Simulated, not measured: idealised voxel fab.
Herein follows the process module entitled voxel wiring stack.
Square cell edge 5 nm, section width 180 nm, ID cut.
In what follows, cross-sections appear as grids of square cells, described through bands that run from the top down, where every band is one or more rows of cells. Heads up on the band format: heights come first, top then bottom, in nm. After that it's the materials left to right, each with its width in nm. A single material flagged "all across" fills the whole band edge to edge, and "empty" means there's empty space there. Ref level 0: as-received wafer is one material below here. Bottom band extends down with no lower bound ("0 -> down"). Width: "30 to 40" (first number = top row, second number = bottom row, same change from row to row of cells). "no alteration" for a step: no cell of the cross-section changed in that step. Entry "Completely sealed voids" = empty spaces >= 8 cells with no open way to the top; each as width x height at distance, distance from left edge, all nm. Read whatever lies past the settings on a step's line as the simulator's own remark about the step. "overlay nm" on a masked step: distance the mask lay right of its planned place, negative for left.
Planned process steps
- 1: RECEIVE with material Si
- 2: CONFORMAL_DEP with material SiO2, thk nm 10
- 3: DIRECTIONAL_DEP with material TiN, thk nm 5
- 4: DIRECTIONAL_DEP with material Ru, thk nm 15
- 5: DIRECTIONAL_DEP with material aC, thk nm 15
- 6: PATTERN with tone cover, mask id METAL_1, material resist, width nm 20, pitch nm 50, thk nm 35, overlay nm 0
- 7: DIRECTIONAL_ETCH with etch materials aC, depth nm 15
- 8: STRIP with etch materials resist
- 9: DIRECTIONAL_ETCH with etch materials Ru, depth nm 15
- 10: DIRECTIONAL_ETCH with etch materials TiN, depth nm 5
- 11: STRIP with etch materials aC
- 12: FILL_DEP with material SiO2, thk nm 10
- 13: CMP with height nm 30
- 14: CONFORMAL_DEP with material SiCN, thk nm 5
- 15: DIRECTIONAL_DEP with material lowk, thk nm 15
- 16: MASKED_ETCH with tone open, mask id PLUG_1, width nm 15, pitch nm 100, etch materials lowk, depth nm 15, overlay nm 0
- 17: MASKED_ETCH with tone open, mask id PLUG_1, width nm 15, pitch nm 100, etch materials SiCN, depth nm 5, overlay nm 0
- 18: CONFORMAL_DEP with material TiN, thk nm 5
- 19: FILL_DEP with material Cu, thk nm 10
- 20: CMP with height nm 50
- 21: CONFORMAL_DEP with material SiCN, thk nm 5
- 22: DIRECTIONAL_DEP with material SiO2, thk nm 15
- 23: MASKED_ETCH with tone open, mask id METAL_2, width nm 20, pitch nm 50, etch materials SiO2, depth nm 15, overlay nm 0
- 24: MASKED_ETCH with tone open, mask id METAL_2, width nm 20, pitch nm 50, etch materials SiCN, depth nm 5, overlay nm 0
- 25: CONFORMAL_DEP with material TiN, thk nm 5
- 26: FILL_DEP with material Ru, thk nm 5
- 27: CMP with height nm 70
- 28: CONFORMAL_DEP with material SiCN, thk nm 5
- 29: DIRECTIONAL_DEP with material SiO2, thk nm 15
- 30: MASKED_ETCH with tone open, mask id PLUG_2, width nm 15, pitch nm 100, etch materials SiO2, depth nm 15, overlay nm 0
- 31: MASKED_ETCH with tone open, mask id PLUG_2, width nm 15, pitch nm 100, etch materials SiCN, depth nm 5, overlay nm 0
- 32: EPI with material Ru, thk nm 10
- 33: EPI with material Ru, thk nm 10
- 34: CONFORMAL_DEP with material SiN, thk nm 5
- 35: DIRECTIONAL_DEP with material lowk, thk nm 15
- 36: MASKED_ETCH with tone open, mask id METAL_3, width nm 20, pitch nm 50, etch materials lowk, depth nm 15, overlay nm 0
- 37: MASKED_ETCH with tone open, mask id METAL_3, width nm 20, pitch nm 50, etch materials SiN, depth nm 5, overlay nm 0
- 38: CONFORMAL_DEP with material TiN, thk nm 5
- 39: FILL_DEP with material Cu, thk nm 10
- 40: CMP with height nm 110
- 41: EPI with material Ru, thk nm 5
- 42: FILL_DEP with material SiCN, thk nm 5
- 43: DIRECTIONAL_DEP with material SiO2, thk nm 25
- 44: MASKED_ETCH with tone open, mask id METAL_4, width nm 20, pitch nm 50, etch materials SiO2, depth nm 15, overlay nm 0
- 45: MASKED_ETCH with tone open, mask id METAL_4_HOLES, width nm 15, pitch nm 50, etch materials SiO2, depth nm 10, overlay nm 0
- 46: MASKED_ETCH with tone open, mask id METAL_4_HOLES, width nm 15, pitch nm 50, etch materials SiCN, depth nm 5, overlay nm 0
- 47: CONFORMAL_DEP with material TiN, thk nm 5
- 48: FILL_DEP with material Cu, thk nm 10
- 49: CMP with height nm 145
- 50: CONFORMAL_DEP with material SiN, thk nm 5
Delivered wafer in cross-section: state after step 1
0 -> down  Si all across
Completely sealed voids: none
One mistake in running the module, otherwise start and plan as above: cross-section at the end
150 -> 145  SiN all across
145 -> 135  30 of SiO2, 5 of TiN, 10 of Cu, 5 of TiN, 30 of SiO2, 5 of TiN, 10 of Cu, 5 of TiN, 30 of SiO2, 5 of TiN, 10 of Cu, 5 of TiN, 30 of SiO2
135 -> 130  30 of SiO2, 5 of TiN, 5 of Cu, 10 of TiN, 30 of SiO2, 5 of TiN, 5 of Cu, 10 of TiN, 30 of SiO2, 5 of TiN, 5 of Cu, 10 of TiN, 30 of SiO2
130 -> 120  30 of SiO2, 5 of TiN, 5 of Cu, 5 of TiN, 35 of SiO2, 5 of TiN, 5 of Cu, 5 of TiN, 35 of SiO2, 5 of TiN, 5 of Cu, 5 of TiN, 35 of SiO2
120 -> 115  30 of SiCN, 15 of TiN, 35 of SiCN, 15 of TiN, 35 of SiCN, 15 of TiN, 35 of SiCN
115 -> 110  15 of Ru, 10 of SiCN, 30 of Ru, 5 of SiCN, 55 of Ru, 10 of SiCN, 30 of Ru, 5 of SiCN, 20 of Ru
110 -> 100  5 of Cu, 5 of TiN, 20 of lowk, 5 of TiN, 10 of Cu, 5 of TiN, 15 of lowk, 5 of TiN, 35 of Cu, 5 of TiN, 20 of lowk, 5 of TiN, 10 of Cu, 5 of TiN, 15 of lowk, 5 of TiN, 10 of Cu
100 -> 95  10 of TiN, 20 of lowk, 5 of TiN, 10 of Cu, 5 of TiN, 15 of lowk, 20 of TiN, 10 of Cu, 15 of TiN, 20 of lowk, 5 of TiN, 10 of Cu, 5 of TiN, 15 of lowk, 15 of TiN
95 -> 90  10 of lowk, 20 of SiN, 20 of TiN, 15 of SiN, 15 of lowk, 5 of TiN, 10 of Cu, 5 of TiN, 10 of lowk, 20 of SiN, 20 of TiN, 15 of SiN, 15 of lowk
90 -> 80  10 of lowk, 5 of SiN, 45 of Ru, 5 of SiN, 15 of lowk, 5 of TiN, 10 of Cu, 5 of TiN, 10 of lowk, 5 of SiN, 45 of Ru, 5 of SiN, 15 of lowk
80 -> 75  15 of SiN, 45 of Ru, 20 of SiN, 20 of TiN, 15 of SiN, 45 of Ru, 20 of SiN
75 -> 70  30 of SiCN, 15 of Ru, 85 of SiCN, 15 of Ru, 35 of SiCN
70 -> 55  30 of SiO2, 5 of TiN, 10 of Ru, 5 of TiN, 30 of SiO2, 5 of TiN, 10 of Ru, 5 of TiN, 30 of SiO2, 5 of TiN, 10 of Ru, 5 of TiN, 30 of SiO2
55 -> 50  30 of SiCN, 20 of TiN, 30 of SiCN, 20 of TiN, 30 of SiCN, 20 of TiN, 30 of SiCN
50 -> 35  30 of lowk, 5 of TiN, 5 of Cu, 5 of TiN, 85 of lowk, 5 of TiN, 5 of Cu, 5 of TiN, 35 of lowk
35 -> 30  30 of SiCN, 15 of TiN, 85 of SiCN, 15 of TiN, 35 of SiCN
30 -> 15  30 of SiO2, 20 of Ru, 30 of SiO2, 20 of Ru, 30 of SiO2, 20 of Ru, 30 of SiO2
15 -> 10  30 of SiO2, 20 of TiN, 30 of SiO2, 20 of TiN, 30 of SiO2, 20 of TiN, 30 of SiO2
10 -> 0  SiO2 all across
0 -> down  Si all across
Completely sealed voids: none
Against the plan, the run slipped here: plan step 29 was not performed, having been skipped
